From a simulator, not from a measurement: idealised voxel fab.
process module | voxel air gaps
cross-section cut | 190 nm wide | cells 5 nm
A cross-section is a grid of square cells, given in bands from the top down. A band is one or more rows of cells.
Each band's line starts with the height of the band's top and of its bottom, in nm. Then come its materials from left to right, each with its width in nm. One material with "throughout" fills the band from edge to edge. "air" is empty space.
Height 0 is the level under which the wafer as received is all one material. The lowest band goes on downwards, as in "0 down".
A width such as "30 to 40" changes by the same amount from each row of cells to the next, from the band's top row to its bottom row.
"no change" after a step means that no cell of the cross-section changed.
closed voids: empty space of 8 cells or more with no open way to the top, each as width x height at its distance from the left edge, in nm
after a step's settings: what the simulator itself notes on the step
overlay nm, on a step with a mask: how far to the right of its planned place the mask lay; to the left if negative
plan
1 op RECEIVE | material Si
2 op CONFORMAL_DEP | material SiO2 | thk nm 15
3 op CONFORMAL_DEP | material SiCN | thk nm 5
4 op DIRECTIONAL_DEP | material SiO2 | thk nm 30
5 op PATTERN | tone open | mask id LINES | material resist | width nm 15 | pitch nm 45 | thk nm 20 | overlay nm -15
6 op DIRECTIONAL_ETCH | etch materials SiO2 | depth nm 30
7 op STRIP | etch materials resist
8 op CONFORMAL_DEP | material TiN | thk nm 5
9 op FILL_DEP | material W | thk nm 5
10 op CMP | height nm 50
11 op EPI | material Ru | thk nm 10
12 op SELECTIVE_ETCH | etch materials SiO2 | depth nm 40
13 op CONFORMAL_DEP | material SiCN | thk nm 5
varied across the wafers: overlay nm of step 5. The plan shows the first wafer's value. All wafers start alike
first wafer as received, after step 1
  0 down: Si throughout
  closed voids: none
each wafer at the end: cells of each material gained (+) or lost (-) since it was received, then its closed voids
overlay nm -15 | +42 Ru | +148 SiCN | +114 SiO2 | +39 TiN | +15 W | closed voids: 20 x 20 at 45; 20 x 20 at 90
overlay nm -10 | +42 Ru | +148 SiCN | +114 SiO2 | +39 TiN | +15 W | closed voids: 20 x 20 at 50; 20 x 20 at 95
overlay nm -5 | +42 Ru | +148 SiCN | +114 SiO2 | +39 TiN | +15 W | closed voids: 20 x 20 at 55; 20 x 20 at 100
overlay nm 0 | +42 Ru | +148 SiCN | +114 SiO2 | +39 TiN | +15 W | closed voids: 20 x 20 at 60; 20 x 20 at 105
overlay nm 5 | +42 Ru | +148 SiCN | +114 SiO2 | +39 TiN | +15 W | closed voids: 20 x 20 at 65; 20 x 20 at 110
overlay nm 10 | +42 Ru | +148 SiCN | +114 SiO2 | +39 TiN | +15 W | closed voids: 20 x 20 at 70; 20 x 20 at 115
overlay nm 15 | +42 Ru | +148 SiCN | +114 SiO2 | +39 TiN | +15 W | closed voids: 20 x 20 at 75; 20 x 20 at 120
